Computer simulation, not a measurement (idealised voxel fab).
process module | voxel wiring stack
The cross-section shown here is cut; it is 190 nm wide and divided into square cells measuring 5 nm on a side.
Each cross-section below is a grid of square cells, stated as bands in top-down order, with one or more rows of cells making up each band.
Per band: top height and bottom height in nm, followed by the left-to-right materials and their widths in nm; "all across" marks a single material spanning edge to edge, "blank" marks empty space.
Beneath 0, the wafer as received is one material, and that level is where height counting begins. The lowest band goes on downward without a bottom; it is written like "z 0 and below".
Per-row width for "30 to 40": begins at first number (top row of band), ends at second number (bottom row), increment between rows held constant.
"no change occurred" -> step changed no cross-section cell.
Any empty space of 8 cells or more lacking an open way to the top shows up in "Fully sealed cavities" as width x height at distance, distance from the left edge, in nm.
The remark found on a step's line after its settings is issued by the simulator itself and pertains to that step.
overlay nm: mask offset rightward from planned place, masked step; negative means leftward offset.

Set out below are the planned steps of the process:
1) RECEIVE: material Si
2) CONFORMAL_DEP: material SiO2, thk nm 10
3) DIRECTIONAL_DEP: material TiN, thk nm 5
4) DIRECTIONAL_DEP: material Ru, thk nm 20
5) MASKED_ETCH: tone cover, mask id METAL_1, width nm 25, pitch nm 40, etch materials Ru, depth nm 20, overlay nm 0
6) MASKED_ETCH: tone cover, mask id METAL_1, width nm 25, pitch nm 40, etch materials TiN, depth nm 5, overlay nm 0
7) FILL_DEP: material SiO2, thk nm 10
8) CMP: height nm 35
9) CONFORMAL_DEP: material SiCN, thk nm 5
10) DIRECTIONAL_DEP: material lowk, thk nm 30
11) PATTERN: tone open, mask id METAL_2_HOLES, material resist, width nm 15, thk nm 20, overlay nm 0
12) DIRECTIONAL_ETCH: etch materials lowk, depth nm 30
13) STRIP: etch materials resist
14) DIRECTIONAL_DEP: material aC, thk nm 10
15) PATTERN: tone open, mask id METAL_2, material resist, width nm 25, pitch nm 40, thk nm 30, overlay nm 0
16) DIRECTIONAL_ETCH: etch materials aC, depth nm 10
17) STRIP: etch materials resist
18) DIRECTIONAL_ETCH: etch materials lowk, depth nm 20
19) DIRECTIONAL_ETCH: etch materials SiCN, depth nm 5
20) STRIP: etch materials aC
21) CONFORMAL_DEP: material TiN, thk nm 5
22) FILL_DEP: material Cu, thk nm 10
23) CMP: height nm 70
24) CONFORMAL_DEP: material SiCN, thk nm 5
25) DIRECTIONAL_DEP: material SiO2, thk nm 35
26) MASKED_ETCH: tone open, mask id METAL_3, width nm 25, pitch nm 40, etch materials SiO2, depth nm 20, overlay nm 0
27) DIRECTIONAL_DEP: material aC, thk nm 10
28) PATTERN: tone open, mask id METAL_3_HOLES, material resist, width nm 15, pitch nm 40, thk nm 25, overlay nm 0
29) DIRECTIONAL_ETCH: etch materials aC, depth nm 10
30) STRIP: etch materials resist
31) DIRECTIONAL_ETCH: etch materials SiO2, depth nm 15
32) DIRECTIONAL_ETCH: etch materials SiCN, depth nm 5
33) STRIP: etch materials aC
34) CONFORMAL_DEP: material TiN, thk nm 5
35) FILL_DEP: material Ru, thk nm 10
36) CMP: height nm 110
37) CONFORMAL_DEP: material SiCN, thk nm 5
38) DIRECTIONAL_DEP: material SiO2, thk nm 25
39) PATTERN: tone open, mask id METAL_4, material resist, width nm 25, pitch nm 40, thk nm 15, overlay nm 0
40) DIRECTIONAL_ETCH: etch materials SiO2, depth nm 15
41) STRIP: etch materials resist
42) MASKED_ETCH: tone open, mask id METAL_4_HOLES, width nm 15, etch materials SiO2, depth nm 10, overlay nm 0
43) MASKED_ETCH: tone open, mask id METAL_4_HOLES, width nm 15, etch materials SiCN, depth nm 5, overlay nm 0
44) CONFORMAL_DEP: material TiN, thk nm 5
45) FILL_DEP: material Cu, thk nm 5
46) CMP: height nm 140
47) CONFORMAL_DEP: material SiCN, thk nm 5

Incoming wafer in cross-section (state: after step 1):
    z 0 and below | Si all across
    Fully sealed cavities: none

Module complete - cross-section of the first of two wafers, run according to plan:
    z 145 to 140 | SiCN all across
    z 140 to 130 | 60 nm SiO2; 5 nm TiN; 15 nm Cu; 5 nm TiN; 15 nm SiO2; 5 nm TiN; 15 nm Cu; 5 nm TiN; 65 nm SiO2
    z 130 to 125 | 60 nm SiO2; 5 nm TiN; 5 nm Cu; 15 nm TiN; 15 nm SiO2; 25 nm TiN; 65 nm SiO2
    z 125 to 115 | 60 nm SiO2; 5 nm TiN; 5 nm Cu; 5 nm TiN; 115 nm SiO2
    z 115 to 110 | 60 nm SiCN; 15 nm TiN; 115 nm SiCN
    z 110 to 95 | 60 nm SiO2; 5 nm TiN; 15 nm Ru; 5 nm TiN; 15 nm SiO2; 5 nm TiN; 15 nm Ru; 5 nm TiN; 65 nm SiO2
    z 95 to 90 | 60 nm SiO2; 5 nm TiN; 5 nm Ru; 15 nm TiN; 15 nm SiO2; 5 nm TiN; 5 nm Ru; 15 nm TiN; 65 nm SiO2
    z 90 to 75 | 60 nm SiO2; 5 nm TiN; 5 nm Ru; 5 nm TiN; 25 nm SiO2; 5 nm TiN; 5 nm Ru; 5 nm TiN; 75 nm SiO2
    z 75 to 70 | 60 nm SiCN; 15 nm TiN; 25 nm SiCN; 15 nm TiN; 75 nm SiCN
    z 70 to 55 | 60 nm lowk; 5 nm TiN; 15 nm Cu; 5 nm TiN; 15 nm lowk; 5 nm TiN; 15 nm Cu; 5 nm TiN; 65 nm lowk
    z 55 to 50 | 60 nm lowk; 5 nm TiN; 5 nm Cu; 15 nm TiN; 15 nm lowk; 25 nm TiN; 65 nm lowk
    z 50 to 40 | 60 nm lowk; 5 nm TiN; 5 nm Cu; 5 nm TiN; 115 nm lowk
    z 40 to 35 | 60 nm SiCN; 15 nm TiN; 115 nm SiCN
    z 35 to 15 | 60 nm SiO2; 25 nm Ru; 15 nm SiO2; 25 nm Ru; 65 nm SiO2
    z 15 to 10 | 60 nm SiO2; 25 nm TiN; 15 nm SiO2; 25 nm TiN; 65 nm SiO2
    z 10 to 0 | SiO2 all across
    z 0 and below | Si all across
    Fully sealed cavities: none

Second wafer at the end: like start, like plan, one mistake:
    z 145 to 140 | SiCN all across
    z 140 to 130 | 60 nm SiO2; 5 nm TiN; 15 nm Cu; 5 nm TiN; 15 nm SiO2; 5 nm TiN; 15 nm Cu; 5 nm TiN; 65 nm SiO2
    z 130 to 125 | 60 nm SiO2; 5 nm TiN; 5 nm Cu; 15 nm TiN; 15 nm SiO2; 25 nm TiN; 65 nm SiO2
    z 125 to 115 | 60 nm SiO2; 5 nm TiN; 5 nm Cu; 5 nm TiN; 115 nm SiO2
    z 115 to 110 | 60 nm SiCN; 15 nm TiN; 115 nm SiCN
    z 110 to 95 | 60 nm SiO2; 5 nm TiN; 15 nm Ru; 5 nm TiN; 15 nm SiO2; 5 nm TiN; 15 nm Ru; 5 nm TiN; 65 nm SiO2
    z 95 to 90 | 60 nm SiO2; 5 nm TiN; 5 nm Ru; 15 nm TiN; 15 nm SiO2; 5 nm TiN; 5 nm Ru; 15 nm TiN; 65 nm SiO2
    z 90 to 80 | 60 nm SiO2; 5 nm TiN; 5 nm Ru; 5 nm TiN; 25 nm SiO2; 5 nm TiN; 5 nm Ru; 5 nm TiN; 75 nm SiO2
    z 80 to 75 | 60 nm SiO2; 15 nm TiN; 25 nm SiO2; 15 nm TiN; 75 nm SiO2
    z 75 to 70 | SiO2 all across
    z 70 to 55 | 60 nm lowk; 5 nm TiN; 15 nm Cu; 5 nm TiN; 15 nm lowk; 5 nm TiN; 15 nm Cu; 5 nm TiN; 65 nm lowk
    z 55 to 50 | 60 nm lowk; 5 nm TiN; 5 nm Cu; 15 nm TiN; 15 nm lowk; 25 nm TiN; 65 nm lowk
    z 50 to 40 | 60 nm lowk; 5 nm TiN; 5 nm Cu; 5 nm TiN; 115 nm lowk
    z 40 to 35 | 60 nm SiCN; 15 nm TiN; 115 nm SiCN
    z 35 to 15 | 60 nm SiO2; 25 nm Ru; 15 nm SiO2; 25 nm Ru; 65 nm SiO2
    z 15 to 10 | 60 nm SiO2; 25 nm TiN; 15 nm SiO2; 25 nm TiN; 65 nm SiO2
    z 10 to 0 | SiO2 all across
    z 0 and below | Si all across
    Fully sealed cavities: none
Which mistake was made when the wafer was run? step 24 did not happen as planned, as run it was CONFORMAL_DEP: material SiO2, thk nm 5
Counted in cells at the end, the second wafer holds more or fewer of these materials than the first: 2 fewer of Ru, 32 fewer of SiCN, 38 more of SiO2, 4 fewer of TiN
